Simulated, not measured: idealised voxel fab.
You're looking at the process module voxel self aligned vias.
Cross-section cut spans 270 nm and uses square cells 5 nm in size.
If you're reading a cross-section in this doc, picture square cells in a grid; it comes to you as bands, top ones listed first down to the bottom, and a band can be one or more rows of cells.
Heights first: top, then bottom, in nm. Then materials, left to right, each with a width in nm. "edge to edge" on a single material: fills the band edge to edge. "blank": empty space.
Heights are expressed relative to 0, this being the level below which the as-received wafer comprises one material exclusively. The lowest band is unbounded in the downward direction and is denoted as in "0 nm and below".
The width entry "30->40" should be interpreted row by row: the top row of cells in the band takes the first number, the bottom row takes the second number, and the change between adjacent rows is uniform throughout.
Take "no change occurred" at face value: in the step it is given for, the cross-section changed in none of its cells.
Enclosed voids (no open way to top), threshold 8 cells or more, entry "Enclosed void entries", notation width x height at distance, distance from left edge, nm.
That trailing text on a step's line, after the settings, is the simulator's own remark on the step.
Each step line may optionally specify "overlay nm", which for a step with a mask gives the rightward distance between the mask's planned place and where it lay, a negative value indicating the leftward direction.
-- So here's the lineup of process steps we planned
- 1: RECEIVE, material Si
- 2: CONFORMAL_DEP, material SiO2, thk nm 15
- 3: CONFORMAL_DEP, material SiCN, thk nm 5
- 4: DIRECTIONAL_DEP, material lowk, thk nm 25
- 5: MASKED_ETCH, tone open, mask id LINES, width nm 30, pitch nm 70, etch materials lowk, depth nm 25, overlay nm 0
- 6: CONFORMAL_DEP, material TiN, thk nm 5
- 7: FILL_DEP, material W, thk nm 10
- 8: CMP, height nm 45
- 9: SELECTIVE_ETCH, etch materials W Ru TiN, depth nm 5
- 10: FILL_DEP, material SiN, thk nm 10
- 11: CMP, height nm 45
- 12: DIRECTIONAL_DEP, material lowk, thk nm 15
- 13: DIRECTIONAL_DEP, material aC, thk nm 15
- 14: PATTERN, tone open, mask id VIAS, material resist, width nm 50, pitch nm 70, thk nm 30, overlay nm 0
- 15: DIRECTIONAL_ETCH, etch materials aC, depth nm 15
- 16: STRIP, etch materials resist
- 17: DIRECTIONAL_ETCH, etch materials lowk, depth nm 15
- 18: DIRECTIONAL_ETCH, etch materials SiN, depth nm 5
- 19: STRIP, etch materials aC
- 20: CONFORMAL_DEP, material TiN, thk nm 5
- 21: FILL_DEP, material W, thk nm 5
- 22: CMP, height nm 60
- 23: CONFORMAL_DEP, material SiN, thk nm 5
-- Run as planned: first of two wafers
-- So this is the incoming wafer in cross-section - it's already been through step 1
* 0 nm and below = Si edge to edge
* Enclosed void entries: none
-- State of the wafer after step 2, shown in cross-section
* 15 nm to 0 nm = SiO2 edge to edge
* Beneath the level 0, the cross-section is identical to its previous state.
-- State of the wafer after step 3, shown in cross-section
* 20 nm to 15 nm = SiCN edge to edge
* Beneath the level 15, the cross-section is identical to its previous state.
-- State of the wafer after step 4, shown in cross-section
* 45 nm to 20 nm = lowk edge to edge
* Beneath the level 20, the cross-section is identical to its previous state.
-- State of the wafer after step 5, shown in cross-section
* 45 nm to 20 nm = 50 of lowk | 30 of blank | 40 of lowk | 30 of blank | 40 of lowk | 30 of blank | 50 of lowk
* Beneath the level 20, the cross-section is identical to its previous state.
-- State of the wafer after step 6, shown in cross-section
* 50 nm to 45 nm = 55 of TiN | 20 of blank | 50 of TiN | 20 of blank | 50 of TiN | 20 of blank | 55 of TiN
* 45 nm to 25 nm = 50 of lowk | 5 of TiN | 20 of blank | 5 of TiN | 40 of lowk | 5 of TiN | 20 of blank | 5 of TiN | 40 of lowk | 5 of TiN | 20 of blank | 5 of TiN | 50 of lowk
* 25 nm to 20 nm = 50 of lowk | 30 of TiN | 40 of lowk | 30 of TiN | 40 of lowk | 30 of TiN | 50 of lowk
* Beneath the level 20, the cross-section is identical to its previous state.
-- State of the wafer after step 7, shown in cross-section
* 60 nm to 50 nm = W edge to edge
* 50 nm to 45 nm = 55 of TiN | 20 of W | 50 of TiN | 20 of W | 50 of TiN | 20 of W | 55 of TiN
* 45 nm to 25 nm = 50 of lowk | 5 of TiN | 20 of W | 5 of TiN | 40 of lowk | 5 of TiN | 20 of W | 5 of TiN | 40 of lowk | 5 of TiN | 20 of W | 5 of TiN | 50 of lowk
* Beneath the level 25, the cross-section is identical to its previous state.
-- State of the wafer after step 8, shown in cross-section
* 45 nm to 25 nm = 50 of lowk | 5 of TiN | 20 of W | 5 of TiN | 40 of lowk | 5 of TiN | 20 of W | 5 of TiN | 40 of lowk | 5 of TiN | 20 of W | 5 of TiN | 50 of lowk
* Beneath the level 25, the cross-section is identical to its previous state.
-- State of the wafer after step 9, shown in cross-section
* 45 nm to 40 nm = 50 of lowk | 30 of blank | 40 of lowk | 30 of blank | 40 of lowk | 30 of blank | 50 of lowk
* Beneath the level 40, the cross-section is identical to its previous state.
-- State of the wafer after step 10, shown in cross-section
* 55 nm to 45 nm = SiN edge to edge
* 45 nm to 40 nm = 50 of lowk | 30 of SiN | 40 of lowk | 30 of SiN | 40 of lowk | 30 of SiN | 50 of lowk
* Beneath the level 40, the cross-section is identical to its previous state.
-- State of the wafer after step 11, shown in cross-section
* 45 nm to 40 nm = 50 of lowk | 30 of SiN | 40 of lowk | 30 of SiN | 40 of lowk | 30 of SiN | 50 of lowk
* Beneath the level 40, the cross-section is identical to its previous state.
-- State of the wafer after step 12, shown in cross-section
* 60 nm to 45 nm = lowk edge to edge
* Beneath the level 45, the cross-section is identical to its previous state.
-- State of the wafer after step 13, shown in cross-section
* 75 nm to 60 nm = aC edge to edge
* Beneath the level 60, the cross-section is identical to its previous state.
-- State of the wafer after step 14, shown in cross-section
* 105 nm to 75 nm = 40 of resist | 50 of blank | 20 of resist | 50 of blank | 20 of resist | 50 of blank | 40 of resist
* Beneath the level 75, the cross-section is identical to its previous state.
-- State of the wafer after step 15, shown in cross-section
* 90 nm to 75 nm = 40 of resist | 50 of blank | 20 of resist | 50 of blank | 20 of resist | 50 of blank | 40 of resist
* 75 nm to 60 nm = 40 of aC | 50 of blank | 20 of aC | 50 of blank | 20 of aC | 50 of blank | 40 of aC
* Beneath the level 60, the cross-section is identical to its previous state.
-- State of the wafer after step 16, shown in cross-section
* 75 nm to 60 nm = 40 of aC | 50 of blank | 20 of aC | 50 of blank | 20 of aC | 50 of blank | 40 of aC
* Beneath the level 60, the cross-section is identical to its previous state.
-- State of the wafer after step 17, shown in cross-section
* 75 nm to 60 nm = 40 of aC | 50 of blank | 20 of aC | 50 of blank | 20 of aC | 50 of blank | 40 of aC
* 60 nm to 45 nm = 40 of lowk | 50 of blank | 20 of lowk | 50 of blank | 20 of lowk | 50 of blank | 40 of lowk
* Beneath the level 45, the cross-section is identical to its previous state.
-- State of the wafer after step 18, shown in cross-section
* 75 nm to 60 nm = 40 of aC | 50 of blank | 20 of aC | 50 of blank | 20 of aC | 50 of blank | 40 of aC
* 60 nm to 45 nm = 40 of lowk | 50 of blank | 20 of lowk | 50 of blank | 20 of lowk | 50 of blank | 40 of lowk
* 45 nm to 40 nm = 50 of lowk | 30 of blank | 40 of lowk | 30 of blank | 40 of lowk | 30 of blank | 50 of lowk
* Beneath the level 40, the cross-section is identical to its previous state.
-- State of the wafer after step 19, shown in cross-section
* 60 nm to 45 nm = 40 of lowk | 50 of blank | 20 of lowk | 50 of blank | 20 of lowk | 50 of blank | 40 of lowk
* Beneath the level 45, the cross-section is identical to its previous state.
-- State of the wafer after step 20, shown in cross-section
* 65 nm to 60 nm = 45 of TiN | 40 of blank | 30 of TiN | 40 of blank | 30 of TiN | 40 of blank | 45 of TiN
* 60 nm to 50 nm = 40 of lowk | 5 of TiN | 40 of blank | 5 of TiN | 20 of lowk | 5 of TiN | 40 of blank | 5 of TiN | 20 of lowk | 5 of TiN | 40 of blank | 5 of TiN | 40 of lowk
* 50 nm to 45 nm = 40 of lowk | 15 of TiN | 20 of blank | 15 of TiN | 20 of lowk | 15 of TiN | 20 of blank | 15 of TiN | 20 of lowk | 15 of TiN | 20 of blank | 15 of TiN | 40 of lowk
* 45 nm to 40 nm = 50 of lowk | 30 of TiN | 40 of lowk | 30 of TiN | 40 of lowk | 30 of TiN | 50 of lowk
* Beneath the level 40, the cross-section is identical to its previous state.
-- State of the wafer after step 21, shown in cross-section
* 70 nm to 65 nm = W edge to edge
* 65 nm to 60 nm = 45 of TiN | 40 of W | 30 of TiN | 40 of W | 30 of TiN | 40 of W | 45 of TiN
* 60 nm to 50 nm = 40 of lowk | 5 of TiN | 40 of W | 5 of TiN | 20 of lowk | 5 of TiN | 40 of W | 5 of TiN | 20 of lowk | 5 of TiN | 40 of W | 5 of TiN | 40 of lowk
* 50 nm to 45 nm = 40 of lowk | 15 of TiN | 20 of W | 15 of TiN | 20 of lowk | 15 of TiN | 20 of W | 15 of TiN | 20 of lowk | 15 of TiN | 20 of W | 15 of TiN | 40 of lowk
* Beneath the level 45, the cross-section is identical to its previous state.
-- State of the wafer after step 22, shown in cross-section
* 60 nm to 50 nm = 40 of lowk | 5 of TiN | 40 of W | 5 of TiN | 20 of lowk | 5 of TiN | 40 of W | 5 of TiN | 20 of lowk | 5 of TiN | 40 of W | 5 of TiN | 40 of lowk
* Beneath the level 50, the cross-section is identical to its previous state.
-- State of the wafer after step 23, shown in cross-section
* 65 nm to 60 nm = SiN edge to edge
* Beneath the level 60, the cross-section is identical to its previous state.
-- Wafer two. Identical start, identical plan. One mistake in execution. Identical history through step 2
-- Second wafer shown in cross-section at the time step 3 was slated to end
* 40 nm to 15 nm = lowk edge to edge
* Beneath the level 15, the cross-section is identical to its previous state.
-- Second wafer shown in cross-section at the time step 4 was slated to end
* 45 nm to 40 nm = SiCN edge to edge
* Beneath the level 40, the cross-section is identical to its previous state.
Second wafer shown in cross-section at the time step 5 was slated to end: no change occurred
-- Second wafer shown in cross-section at the time step 6 was slated to end
* 50 nm to 45 nm = TiN edge to edge
* Beneath the level 45, the cross-section is identical to its previous state.
-- Second wafer shown in cross-section at the time step 7 was slated to end
* 60 nm to 50 nm = W edge to edge
* Beneath the level 50, the cross-section is identical to its previous state.
-- Second wafer shown in cross-section at the time step 8 was slated to end
* 45 nm to 40 nm = SiCN edge to edge
* Beneath the level 40, the cross-section is identical to its previous state.
Second wafer shown in cross-section at the time step 9 was slated to end: no change occurred
-- Second wafer shown in cross-section at the time step 10 was slated to end
* 55 nm to 45 nm = SiN edge to edge
* Beneath the level 45, the cross-section is identical to its previous state.
-- Second wafer shown in cross-section at the time step 11 was slated to end
* 45 nm to 40 nm = SiCN edge to edge
* Beneath the level 40, the cross-section is identical to its previous state.
-- Second wafer shown in cross-section at the time step 12 was slated to end
* 60 nm to 45 nm = lowk edge to edge
* Beneath the level 45, the cross-section is identical to its previous state.
-- Second wafer shown in cross-section at the time step 13 was slated to end
* 75 nm to 60 nm = aC edge to edge
* Beneath the level 60, the cross-section is identical to its previous state.
-- Second wafer shown in cross-section at the time step 14 was slated to end
* 105 nm to 75 nm = 40 of resist | 50 of blank | 20 of resist | 50 of blank | 20 of resist | 50 of blank | 40 of resist
* Beneath the level 75, the cross-section is identical to its previous state.
-- Second wafer shown in cross-section at the time step 15 was slated to end
* 90 nm to 75 nm = 40 of resist | 50 of blank | 20 of resist | 50 of blank | 20 of resist | 50 of blank | 40 of resist
* 75 nm to 60 nm = 40 of aC | 50 of blank | 20 of aC | 50 of blank | 20 of aC | 50 of blank | 40 of aC
* Beneath the level 60, the cross-section is identical to its previous state.
-- Second wafer shown in cross-section at the time step 16 was slated to end
* 75 nm to 60 nm = 40 of aC | 50 of blank | 20 of aC | 50 of blank | 20 of aC | 50 of blank | 40 of aC
* Beneath the level 60, the cross-section is identical to its previous state.
-- Second wafer shown in cross-section at the time step 17 was slated to end
* 75 nm to 60 nm = 40 of aC | 50 of blank | 20 of aC | 50 of blank | 20 of aC | 50 of blank | 40 of aC
* 60 nm to 45 nm = 40 of lowk | 50 of blank | 20 of lowk | 50 of blank | 20 of lowk | 50 of blank | 40 of lowk
* Beneath the level 45, the cross-section is identical to its previous state.
Second wafer shown in cross-section at the time step 18 was slated to end: no change occurred
-- Second wafer shown in cross-section at the time step 19 was slated to end
* 60 nm to 45 nm = 40 of lowk | 50 of blank | 20 of lowk | 50 of blank | 20 of lowk | 50 of blank | 40 of lowk
* Beneath the level 45, the cross-section is identical to its previous state.
-- Second wafer shown in cross-section at the time step 20 was slated to end
* 65 nm to 60 nm = 45 of TiN | 40 of blank | 30 of TiN | 40 of blank | 30 of TiN | 40 of blank | 45 of TiN
* 60 nm to 50 nm = 40 of lowk | 5 of TiN | 40 of blank | 5 of TiN | 20 of lowk | 5 of TiN | 40 of blank | 5 of TiN | 20 of lowk | 5 of TiN | 40 of blank | 5 of TiN | 40 of lowk
* 50 nm to 45 nm = 40 of lowk | 50 of TiN | 20 of lowk | 50 of TiN | 20 of lowk | 50 of TiN | 40 of lowk
* Beneath the level 45, the cross-section is identical to its previous state.
-- Second wafer shown in cross-section at the time step 21 was slated to end
* 70 nm to 65 nm = W edge to edge
* 65 nm to 60 nm = 45 of TiN | 40 of W | 30 of TiN | 40 of W | 30 of TiN | 40 of W | 45 of TiN
* 60 nm to 50 nm = 40 of lowk | 5 of TiN | 40 of W | 5 of TiN | 20 of lowk | 5 of TiN | 40 of W | 5 of TiN | 20 of lowk | 5 of TiN | 40 of W | 5 of TiN | 40 of lowk
* Beneath the level 50, the cross-section is identical to its previous state.
-- Second wafer shown in cross-section at the time step 22 was slated to end
* 60 nm to 50 nm = 40 of lowk | 5 of TiN | 40 of W | 5 of TiN | 20 of lowk | 5 of TiN | 40 of W | 5 of TiN | 20 of lowk | 5 of TiN | 40 of W | 5 of TiN | 40 of lowk
* Beneath the level 50, the cross-section is identical to its previous state.
-- Second wafer shown in cross-section at the time step 23 was slated to end
* 65 nm to 60 nm = SiN edge to edge
* Beneath the level 60, the cross-section is identical to its previous state.
Processing error: plan vs actual: 3 and 4 interchanged
The final cell counts differ between the wafers, with the second having more or fewer of some materials than the first: 42 fewer of TiN, 48 fewer of W, 90 more of lowk
